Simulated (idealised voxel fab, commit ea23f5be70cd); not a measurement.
Proc. module: voxel transistor to metal
Cross-section cut spans 295 nm and uses square cells 5 nm in size.
When this document writes out a cross-section, it uses a grid of square cells and lists it as bands, beginning at the top and moving down, with a band standing for one or more rows of cells.
The entry gives the band's vertical extent as a top height and a bottom height in nm, then its horizontal make-up as materials from left to right, each with a width in nm. "blank" stands for empty space; a single material marked "throughout" fills the band edge to edge.
It should be noted that heights are counted from 0, beneath which the wafer as supplied is of one material throughout, and that the lowest band possesses no lower boundary but continues downward, as written in "0 nm and below".
Graded width ("30 to 40"): value in top row of band = first number; value in bottom row = second number; row-to-row change constant.
"no alterations made", as given for a step, is the statement that not any cell of the cross-section underwent a change during that step.
For the entry "Closed void listing", the listed items are empty spaces with no open way to the top whose size is 8 cells or more; each item follows the pattern width x height at distance, where distance is from the left edge and all three are in nm.
The remark found on a step's line after its settings is issued by the simulator itself and pertains to that step.
The optional step-line setting "overlay nm" applies to steps with a mask and quantifies how far to the right of its planned location the mask lay, a negative value indicating leftward placement.
Pairs, read this way: before one process step on the one hand, after it on the other, the after cross-section ending at the lowest band that changed; the step between, settings included, beneath. Same starting wafer throughout, but possibly different runs of this module, so no pair continues from the pair above unless its entry headed "Geometry before processing" says so.
Geometry before processing:
    40 nm to 30 nm  blank 60 nm | SiO2 5 nm | SiCN 20 nm | SiO2 5 nm | blank 110 nm | SiO2 5 nm | SiCN 20 nm | SiO2 5 nm | blank 65 nm
    30 nm to 0 nm  blank 60 nm | SiO2 5 nm | polySi 20 nm | SiO2 5 nm | blank 110 nm | SiO2 5 nm | polySi 20 nm | SiO2 5 nm | blank 65 nm
    0 nm to -5 nm  blank 20 nm | SiO2 110 nm | blank 30 nm | SiO2 110 nm | blank 25 nm
    -5 nm to -10 nm  SiO2 throughout
    -10 nm to -35 nm  Si 20 nm | SiO2 110 nm | Si 30 nm | SiO2 110 nm | Si 25 nm
    -35 nm and below  Si throughout
    Closed void listing: none
Resulting Cross-Section:
    45 nm to 40 nm  blank 55 nm | SiN 40 nm | blank 100 nm | SiN 40 nm | blank 60 nm
    40 nm to 30 nm  blank 55 nm | SiN 5 nm | SiO2 5 nm | SiCN 20 nm | SiO2 5 nm | SiN 5 nm | blank 100 nm | SiN 5 nm | SiO2 5 nm | SiCN 20 nm | SiO2 5 nm | SiN 5 nm | blank 60 nm
    30 nm to 5 nm  blank 55 nm | SiN 5 nm | SiO2 5 nm | polySi 20 nm | SiO2 5 nm | SiN 5 nm | blank 100 nm | SiN 5 nm | SiO2 5 nm | polySi 20 nm | SiO2 5 nm | SiN 5 nm | blank 60 nm
    5 nm to 0 nm  blank 15 nm | SiN 45 nm | SiO2 5 nm | polySi 20 nm | SiO2 5 nm | SiN 45 nm | blank 20 nm | SiN 45 nm | SiO2 5 nm | polySi 20 nm | SiO2 5 nm | SiN 45 nm | blank 20 nm
    0 nm to -5 nm  SiN 20 nm | SiO2 110 nm | SiN 30 nm | SiO2 110 nm | SiN 25 nm
    Everything under -5 stays put, no change at all.
    Closed void listing: none
So what happens between those two cross-sections up there? CONFORMAL_DEP | material SiN | thk nm 5
Geometry before processing: no separate figure, the pair right above already shows it after its step.
Resulting Cross-Section:
    40 nm to 30 nm  blank 55 nm | SiN 5 nm | SiO2 5 nm | SiCN 20 nm | SiO2 5 nm | SiN 5 nm | blank 100 nm | SiN 5 nm | SiO2 5 nm | SiCN 20 nm | SiO2 5 nm | SiN 5 nm | blank 60 nm
    30 nm to 0 nm  blank 55 nm | SiN 5 nm | SiO2 5 nm | polySi 20 nm | SiO2 5 nm | SiN 5 nm | blank 100 nm | SiN 5 nm | SiO2 5 nm | polySi 20 nm | SiO2 5 nm | SiN 5 nm | blank 60 nm
    0 nm to -5 nm  blank 15 nm | SiN 5 nm | SiO2 110 nm | SiN 5 nm | blank 20 nm | SiN 5 nm | SiO2 110 nm | SiN 5 nm | blank 20 nm
    Everything under -5 stays put, no change at all.
    Closed void listing: none
So what happens between those two cross-sections up there? DIRECTIONAL_ETCH | etch materials SiN | depth nm 5
Geometry before processing: no separate figure, the pair right above already shows it after its step.
Resulting Cross-Section:
    40 nm to 35 nm  blank 55 nm | SiN 5 nm | blank 5 nm | SiCN 20 nm | blank 5 nm | SiN 5 nm | blank 100 nm | SiN 5 nm | blank 5 nm | SiCN 20 nm | blank 5 nm | SiN 5 nm | blank 60 nm
    35 nm to 30 nm  blank 55 nm | SiN 5 nm | SiO2 5 nm | SiCN 20 nm | SiO2 5 nm | SiN 5 nm | blank 100 nm | SiN 5 nm | SiO2 5 nm | SiCN 20 nm | SiO2 5 nm | SiN 5 nm | blank 60 nm
    30 nm to 0 nm  blank 55 nm | SiN 5 nm | SiO2 5 nm | polySi 20 nm | SiO2 5 nm | SiN 5 nm | blank 100 nm | SiN 5 nm | SiO2 5 nm | polySi 20 nm | SiO2 5 nm | SiN 5 nm | blank 60 nm
    0 nm to -5 nm  blank 15 nm | SiN 5 nm | blank 35 nm | SiO2 40 nm | blank 35 nm | SiN 5 nm | blank 20 nm | SiN 5 nm | blank 35 nm | SiO2 40 nm | blank 35 nm | SiN 5 nm | blank 20 nm
    -5 nm to -10 nm  blank 15 nm | SiO2 120 nm | blank 20 nm | SiO2 120 nm | blank 20 nm
    Everything under -10 stays put, no change at all.
    Closed void listing: none
So what happens between those two cross-sections up there? DIRECTIONAL_ETCH | etch materials SiO2 | depth nm 5
Geometry before processing: no separate figure, the pair right above already shows it after its step.
Resulting Cross-Section:
    40 nm to 35 nm  blank 55 nm | SiN 5 nm | blank 5 nm | SiCN 20 nm | blank 5 nm | SiN 5 nm | blank 100 nm | SiN 5 nm | blank 5 nm | SiCN 20 nm | blank 5 nm | SiN 5 nm | blank 60 nm
    35 nm to 30 nm  blank 55 nm | SiN 5 nm | SiO2 5 nm | SiCN 20 nm | SiO2 5 nm | SiN 5 nm | blank 100 nm | SiN 5 nm | SiO2 5 nm | SiCN 20 nm | SiO2 5 nm | SiN 5 nm | blank 60 nm
    30 nm to 0 nm  blank 55 nm | SiN 5 nm | SiO2 5 nm | polySi 20 nm | SiO2 5 nm | SiN 5 nm | blank 100 nm | SiN 5 nm | SiO2 5 nm | polySi 20 nm | SiO2 5 nm | SiN 5 nm | blank 60 nm
    0 nm to -5 nm  blank 15 nm | SiN 5 nm | blank 35 nm | SiO2 40 nm | blank 35 nm | SiN 5 nm | blank 20 nm | SiN 5 nm | blank 35 nm | SiO2 40 nm | blank 35 nm | SiN 5 nm | blank 20 nm
    -5 nm to -10 nm  blank 15 nm | SiO2 120 nm | blank 20 nm | SiO2 120 nm | blank 20 nm
    -10 nm to -20 nm  blank 15 nm | Si 5 nm | SiO2 110 nm | Si 5 nm | blank 20 nm | Si 5 nm | SiO2 110 nm | Si 5 nm | blank 20 nm
    Everything under -20 stays put, no change at all.
    Closed void listing: none
So what happens between those two cross-sections up there? DIRECTIONAL_ETCH | etch materials Si | depth nm 10
Geometry before processing: no separate figure, the pair right above already shows it after its step.
Resulting Cross-Section:
    40 nm to 35 nm  blank 55 nm | SiN 5 nm | blank 5 nm | SiCN 20 nm | blank 5 nm | SiN 5 nm | blank 100 nm | SiN 5 nm | blank 5 nm | SiCN 20 nm | blank 5 nm | SiN 5 nm | blank 60 nm
    35 nm to 30 nm  blank 55 nm | SiN 5 nm | SiO2 5 nm | SiCN 20 nm | SiO2 5 nm | SiN 5 nm | blank 100 nm | SiN 5 nm | SiO2 5 nm | SiCN 20 nm | SiO2 5 nm | SiN 5 nm | blank 60 nm
    30 nm to 5 nm  blank 55 nm | SiN 5 nm | SiO2 5 nm | polySi 20 nm | SiO2 5 nm | SiN 5 nm | blank 100 nm | SiN 5 nm | SiO2 5 nm | polySi 20 nm | SiO2 5 nm | SiN 5 nm | blank 60 nm
    5 nm to 0 nm  SiGe 20 nm | blank 35 nm | SiN 5 nm | SiO2 5 nm | polySi 20 nm | SiO2 5 nm | SiN 5 nm | blank 35 nm | SiGe 30 nm | blank 35 nm | SiN 5 nm | SiO2 5 nm | polySi 20 nm | SiO2 5 nm | SiN 5 nm | blank 35 nm | SiGe 20 nm | blank 5 nm
    0 nm to -5 nm  SiGe 15 nm | SiN 5 nm | blank 35 nm | SiO2 40 nm | blank 35 nm | SiN 5 nm | SiGe 20 nm | SiN 5 nm | blank 35 nm | SiO2 40 nm | blank 35 nm | SiN 5 nm | SiGe 15 nm | blank 5 nm
    -5 nm to -10 nm  SiGe 15 nm | SiO2 120 nm | SiGe 20 nm | SiO2 120 nm | SiGe 20 nm
    -10 nm to -20 nm  SiGe 15 nm | Si 5 nm | SiO2 110 nm | Si 5 nm | SiGe 20 nm | Si 5 nm | SiO2 110 nm | Si 5 nm | SiGe 20 nm
    Everything under -20 stays put, no change at all.
    Closed void listing: none
So what happens between those two cross-sections up there? EPI | material SiGe | thk nm 15
Geometry before processing: no separate figure, the pair right above already shows it after its step.
Resulting Cross-Section:
    45 nm to 40 nm  SiO2 throughout
    40 nm to 30 nm  SiO2 55 nm | SiN 5 nm | SiO2 5 nm | SiCN 20 nm | SiO2 5 nm | SiN 5 nm | SiO2 100 nm | SiN 5 nm | SiO2 5 nm | SiCN 20 nm | SiO2 5 nm | SiN 5 nm | SiO2 60 nm
    30 nm to 5 nm  SiO2 55 nm | SiN 5 nm | SiO2 5 nm | polySi 20 nm | SiO2 5 nm | SiN 5 nm | SiO2 100 nm | SiN 5 nm | SiO2 5 nm | polySi 20 nm | SiO2 5 nm | SiN 5 nm | SiO2 60 nm
    5 nm to 0 nm  SiGe 20 nm | SiO2 35 nm | SiN 5 nm | SiO2 5 nm | polySi 20 nm | SiO2 5 nm | SiN 5 nm | SiO2 35 nm | SiGe 30 nm | SiO2 35 nm | SiN 5 nm | SiO2 5 nm | polySi 20 nm | SiO2 5 nm | SiN 5 nm | SiO2 35 nm | SiGe 20 nm | SiO2 5 nm
    0 nm to -5 nm  SiGe 15 nm | SiN 5 nm | SiO2 110 nm | SiN 5 nm | SiGe 20 nm | SiN 5 nm | SiO2 110 nm | SiN 5 nm | SiGe 15 nm | SiO2 5 nm
    Everything under -5 stays put, no change at all.
    Closed void listing: none
So what happens between those two cross-sections up there? FILL_DEP | material SiO2 | thk nm 5
Geometry before processing: no separate figure, the pair right above already shows it after its step.
Resulting Cross-Section:
    35 nm to 30 nm  SiO2 55 nm | SiN 5 nm | SiO2 5 nm | SiCN 20 nm | SiO2 5 nm | SiN 5 nm | SiO2 100 nm | SiN 5 nm | SiO2 5 nm | SiCN 20 nm | SiO2 5 nm | SiN 5 nm | SiO2 60 nm
    Everything under 30 stays put, no change at all.
    Closed void listing: none
So what happens between those two cross-sections up there? CMP | height nm 35
Geometry before processing: no separate figure, the pair right above already shows it after its step.
Resulting Cross-Section:
    45 nm to 35 nm  SiO2 throughout
    Everything under 35 stays put, no change at all.
    Closed void listing: none
So what happens between those two cross-sections up there? DIRECTIONAL_DEP | material SiO2 | thk nm 10
Geometry before processing: no separate figure, the pair right above already shows it after its step.
Resulting Cross-Section:
    60 nm to 45 nm  resist 25 nm | blank 35 nm | resist 30 nm | blank 35 nm | resist 40 nm | blank 35 nm | resist 30 nm | blank 35 nm | resist 30 nm
    Everything under 45 stays put, no change at all.
    Closed void listing: none
So what happens between those two cross-sections up there? PATTERN | tone open | mask id CONTACT | material resist | width nm 35 | thk nm 15 | overlay nm 0
Geometry before processing: no separate figure, the pair right above already shows it after its step.
Resulting Cross-Section:
    60 nm to 45 nm  resist 25 nm | blank 35 nm | resist 30 nm | blank 35 nm | resist 40 nm | blank 35 nm | resist 30 nm | blank 35 nm | resist 30 nm
    45 nm to 35 nm  SiO2 25 nm | blank 35 nm | SiO2 30 nm | blank 35 nm | SiO2 40 nm | blank 35 nm | SiO2 30 nm | blank 35 nm | SiO2 30 nm
    35 nm to 30 nm  SiO2 25 nm | blank 30 nm | SiN 5 nm | SiO2 5 nm | SiCN 20 nm | SiO2 5 nm | SiN 5 nm | blank 30 nm | SiO2 40 nm | blank 30 nm | SiN 5 nm | SiO2 5 nm | SiCN 20 nm | SiO2 5 nm | SiN 5 nm | blank 30 nm | SiO2 30 nm
    30 nm to 5 nm  SiO2 25 nm | blank 30 nm | SiN 5 nm | SiO2 5 nm | polySi 20 nm | SiO2 5 nm | SiN 5 nm | blank 30 nm | SiO2 40 nm | blank 30 nm | SiN 5 nm | SiO2 5 nm | polySi 20 nm | SiO2 5 nm | SiN 5 nm | blank 30 nm | SiO2 30 nm
    Everything under 5 stays put, no change at all.
    Closed void listing: none
So what happens between those two cross-sections up there? DIRECTIONAL_ETCH | etch materials SiO2 | depth nm 40
Geometry before processing: no separate figure, the pair right above already shows it after its step.
Resulting Cross-Section:
    45 nm to 35 nm  SiO2 25 nm | blank 35 nm | SiO2 30 nm | blank 35 nm | SiO2 40 nm | blank 35 nm | SiO2 30 nm | blank 35 nm | SiO2 30 nm
    Everything under 35 stays put, no change at all.
    Closed void listing: none
So what happens between those two cross-sections up there? STRIP | etch materials resist
Geometry before processing: no separate figure, the pair right above already shows it after its step.
Resulting Cross-Section:
    50 nm to 45 nm  TiN 30 nm | blank 25 nm | TiN 40 nm | blank 25 nm | TiN 50 nm | blank 25 nm | TiN 40 nm | blank 25 nm | TiN 35 nm
    45 nm to 35 nm  SiO2 25 nm | TiN 5 nm | blank 25 to 20 nm | TiN 5 to 10 nm | SiO2 30 nm | TiN 5 to 10 nm | blank 25 to 20 nm | TiN 5 nm | SiO2 40 nm | TiN 5 nm | blank 25 to 20 nm | TiN 5 to 10 nm | SiO2 30 nm | TiN 5 to 10 nm | blank 25 to 20 nm | TiN 5 nm | SiO2 30 nm
    35 nm to 30 nm  SiO2 25 nm | TiN 5 nm | blank 20 nm | TiN 5 nm | SiN 5 nm | SiO2 5 nm | SiCN 20 nm | SiO2 5 nm | SiN 5 nm | TiN 5 nm | blank 20 nm | TiN 5 nm | SiO2 40 nm | TiN 5 nm | blank 20 nm | TiN 5 nm | SiN 5 nm | SiO2 5 nm | SiCN 20 nm | SiO2 5 nm | SiN 5 nm | TiN 5 nm | blank 20 nm | TiN 5 nm | SiO2 30 nm
    30 nm to 10 nm  SiO2 25 nm | TiN 5 nm | blank 20 nm | TiN 5 nm | SiN 5 nm | SiO2 5 nm | polySi 20 nm | SiO2 5 nm | SiN 5 nm | TiN 5 nm | blank 20 nm | TiN 5 nm | SiO2 40 nm | TiN 5 nm | blank 20 nm | TiN 5 nm | SiN 5 nm | SiO2 5 nm | polySi 20 nm | SiO2 5 nm | SiN 5 nm | TiN 5 nm | blank 20 nm | TiN 5 nm | SiO2 30 nm
    10 nm to 5 nm  SiO2 25 nm | TiN 30 nm | SiN 5 nm | SiO2 5 nm | polySi 20 nm | SiO2 5 nm | SiN 5 nm | TiN 30 nm | SiO2 40 nm | TiN 30 nm | SiN 5 nm | SiO2 5 nm | polySi 20 nm | SiO2 5 nm | SiN 5 nm | TiN 30 nm | SiO2 30 nm
    Everything under 5 stays put, no change at all.
    Closed void listing: none
So what happens between those two cross-sections up there? CONFORMAL_DEP | material TiN | thk nm 5
Geometry before processing: no separate figure, the pair right above already shows it after its step.
Resulting Cross-Section:
    55 nm to 50 nm  Ru throughout
    50 nm to 45 nm  TiN 30 nm | Ru 25 nm | TiN 40 nm | Ru 25 nm | TiN 50 nm | Ru 25 nm | TiN 40 nm | Ru 25 nm | TiN 35 nm
    45 nm to 35 nm  SiO2 25 nm | TiN 5 nm | Ru 25 to 20 nm | TiN 5 to 10 nm | SiO2 30 nm | TiN 5 to 10 nm | Ru 25 to 20 nm | TiN 5 nm | SiO2 40 nm | TiN 5 nm | Ru 25 to 20 nm | TiN 5 to 10 nm | SiO2 30 nm | TiN 5 to 10 nm | Ru 25 to 20 nm | TiN 5 nm | SiO2 30 nm
    35 nm to 30 nm  SiO2 25 nm | TiN 5 nm | Ru 20 nm | TiN 5 nm | SiN 5 nm | SiO2 5 nm | SiCN 20 nm | SiO2 5 nm | SiN 5 nm | TiN 5 nm | Ru 20 nm | TiN 5 nm | SiO2 40 nm | TiN 5 nm | Ru 20 nm | TiN 5 nm | SiN 5 nm | SiO2 5 nm | SiCN 20 nm | SiO2 5 nm | SiN 5 nm | TiN 5 nm | Ru 20 nm | TiN 5 nm | SiO2 30 nm
    30 nm to 10 nm  SiO2 25 nm | TiN 5 nm | Ru 20 nm | TiN 5 nm | SiN 5 nm | SiO2 5 nm | polySi 20 nm | SiO2 5 nm | SiN 5 nm | TiN 5 nm | Ru 20 nm | TiN 5 nm | SiO2 40 nm | TiN 5 nm | Ru 20 nm | TiN 5 nm | SiN 5 nm | SiO2 5 nm | polySi 20 nm | SiO2 5 nm | SiN 5 nm | TiN 5 nm | Ru 20 nm | TiN 5 nm | SiO2 30 nm
    Everything under 10 stays put, no change at all.
    Closed void listing: none
So what happens between those two cross-sections up there? FILL_DEP | material Ru | thk nm 5
Geometry before processing: no separate figure, the pair right above already shows it after its step.
Resulting Cross-Section:
    45 nm to 35 nm  SiO2 25 nm | TiN 5 nm | Ru 25 to 20 nm | TiN 5 to 10 nm | SiO2 30 nm | TiN 5 to 10 nm | Ru 25 to 20 nm | TiN 5 nm | SiO2 40 nm | TiN 5 nm | Ru 25 to 20 nm | TiN 5 to 10 nm | SiO2 30 nm | TiN 5 to 10 nm | Ru 25 to 20 nm | TiN 5 nm | SiO2 30 nm
    Everything under 35 stays put, no change at all.
    Closed void listing: none
So what happens between those two cross-sections up there? CMP | height nm 45
Geometry before processing: no separate figure, the pair right above already shows it after its step.
Resulting Cross-Section:
    50 nm to 45 nm  TiN throughout
    Everything under 45 stays put, no change at all.
    Closed void listing: none
So what happens between those two cross-sections up there? DIRECTIONAL_DEP | material TiN | thk nm 5
Geometry before processing: no separate figure, the pair right above already shows it after its step.
Resulting Cross-Section:
    70 nm to 50 nm  W throughout
    Everything under 50 stays put, no change at all.
    Closed void listing: none
So what happens between those two cross-sections up there? DIRECTIONAL_DEP | material W | thk nm 20
Geometry before processing: no separate figure, the pair right above already shows it after its step.
Resulting Cross-Section:
    80 nm to 70 nm  aC throughout
    Everything under 70 stays put, no change at all.
    Closed void listing: none
So what happens between those two cross-sections up there? DIRECTIONAL_DEP | material aC | thk nm 10
Geometry before processing: no separate figure, the pair right above already shows it after its step.
Resulting Cross-Section:
    105 nm to 80 nm  blank 25 nm | resist 20 nm | blank 60 nm | resist 20 nm | blank 40 nm | resist 20 nm | blank 60 nm | resist 20 nm | blank 30 nm
    Everything under 80 stays put, no change at all.
    Closed void listing: none
So what happens between those two cross-sections up there? PATTERN | tone cover | mask id METAL_1 | material resist | width nm 20 | thk nm 25 | overlay nm 0
Geometry before processing: no separate figure, the pair right above already shows it after its step.
Resulting Cross-Section:
    95 nm to 80 nm  blank 25 nm | resist 20 nm | blank 60 nm | resist 20 nm | blank 40 nm | resist 20 nm | blank 60 nm | resist 20 nm | blank 30 nm
    80 nm to 70 nm  blank 25 nm | aC 20 nm | blank 60 nm | aC 20 nm | blank 40 nm | aC 20 nm | blank 60 nm | aC 20 nm | blank 30 nm
    Everything under 70 stays put, no change at all.
    Closed void listing: none
So what happens between those two cross-sections up there? DIRECTIONAL_ETCH | etch materials aC | depth nm 10
Geometry before processing: no separate figure, the pair right above already shows it after its step.
Resulting Cross-Section:
    80 nm to 70 nm  blank 25 nm | aC 20 nm | blank 60 nm | aC 20 nm | blank 40 nm | aC 20 nm | blank 60 nm | aC 20 nm | blank 30 nm
    Everything under 70 stays put, no change at all.
    Closed void listing: none
So what happens between those two cross-sections up there? STRIP | etch materials resist
Geometry before processing: no separate figure, the pair right above already shows it after its step.
Resulting Cross-Section:
    80 nm to 70 nm  blank 25 nm | aC 20 nm | blank 60 nm | aC 20 nm | blank 40 nm | aC 20 nm | blank 60 nm | aC 20 nm | blank 30 nm
    70 nm to 50 nm  blank 25 nm | W 20 nm | blank 60 nm | W 20 nm | blank 40 nm | W 20 nm | blank 60 nm | W 20 nm | blank 30 nm
    Everything under 50 stays put, no change at all.
    Closed void listing: none
So what happens between those two cross-sections up there? DIRECTIONAL_ETCH | etch materials W | depth nm 20
Geometry before processing: no separate figure, the pair right above already shows it after its step.
Resulting Cross-Section:
    80 nm to 70 nm  blank 25 nm | aC 20 nm | blank 60 nm | aC 20 nm | blank 40 nm | aC 20 nm | blank 60 nm | aC 20 nm | blank 30 nm
    70 nm to 50 nm  blank 25 nm | W 20 nm | blank 60 nm | W 20 nm | blank 40 nm | W 20 nm | blank 60 nm | W 20 nm | blank 30 nm
    50 nm to 45 nm  blank 25 nm | TiN 20 nm | blank 60 nm | TiN 20 nm | blank 40 nm | TiN 20 nm | blank 60 nm | TiN 20 nm | blank 30 nm
    Everything under 45 stays put, no change at all.
    Closed void listing: none
So what happens between those two cross-sections up there? DIRECTIONAL_ETCH | etch materials TiN | depth nm 5
Geometry before processing: no separate figure, the pair right above already shows it after its step.
Resulting Cross-Section:
    70 nm to 50 nm  blank 25 nm | W 20 nm | blank 60 nm | W 20 nm | blank 40 nm | W 20 nm | blank 60 nm | W 20 nm | blank 30 nm
    Everything under 50 stays put, no change at all.
    Closed void listing: none
So what happens between those two cross-sections up there? STRIP | etch materials aC
Geometry before processing: no separate figure, the pair right above already shows it after its step.
Resulting Cross-Section:
    75 nm to 70 nm  blank 20 nm | SiN 30 nm | blank 50 nm | SiN 30 nm | blank 30 nm | SiN 30 nm | blank 50 nm | SiN 30 nm | blank 25 nm
    70 nm to 50 nm  blank 20 nm | SiN 5 nm | W 20 nm | SiN 5 nm | blank 50 nm | SiN 5 nm | W 20 nm | SiN 5 nm | blank 30 nm | SiN 5 nm | W 20 nm | SiN 5 nm | blank 50 nm | SiN 5 nm | W 20 nm | SiN 5 nm | blank 25 nm
    50 nm to 45 nm  SiN 25 nm | TiN 20 nm | SiN 60 nm | TiN 20 nm | SiN 40 nm | TiN 20 nm | SiN 60 nm | TiN 20 nm | SiN 30 nm
    Everything under 45 stays put, no change at all.
    Closed void listing: none
So what happens between those two cross-sections up there? CONFORMAL_DEP | material SiN | thk nm 5
Geometry before processing: no separate figure, the pair right above already shows it after its step.
Resulting Cross-Section:
    85 nm to 75 nm  SiO2 throughout
    75 nm to 70 nm  SiO2 20 nm | SiN 30 nm | SiO2 50 nm | SiN 30 nm | SiO2 30 nm | SiN 30 nm | SiO2 50 nm | SiN 30 nm | SiO2 25 nm
    70 nm to 50 nm  SiO2 20 nm | SiN 5 nm | W 20 nm | SiN 5 nm | SiO2 50 nm | SiN 5 nm | W 20 nm | SiN 5 nm | SiO2 30 nm | SiN 5 nm | W 20 nm | SiN 5 nm | SiO2 50 nm | SiN 5 nm | W 20 nm | SiN 5 nm | SiO2 25 nm
    Everything under 50 stays put, no change at all.
    Closed void listing: none
So what happens between those two cross-sections up there? FILL_DEP | material SiO2 | thk nm 10
Geometry before processing: no separate figure, the pair right above already shows it after its step.
Resulting Cross-Section:
    70 nm to 50 nm  SiO2 20 nm | SiN 5 nm | W 20 nm | SiN 5 nm | SiO2 50 nm | SiN 5 nm | W 20 nm | SiN 5 nm | SiO2 30 nm | SiN 5 nm | W 20 nm | SiN 5 nm | SiO2 50 nm | SiN 5 nm | W 20 nm | SiN 5 nm | SiO2 25 nm
    Everything under 50 stays put, no change at all.
    Closed void listing: none
So what happens between those two cross-sections up there? CMP | height nm 70
Geometry before processing: no separate figure, the pair right above already shows it after its step.
Resulting Cross-Section:
    75 nm to 70 nm  SiCN throughout
    Everything under 70 stays put, no change at all.
    Closed void listing: none
So what happens between those two cross-sections up there? CONFORMAL_DEP | material SiCN | thk nm 5
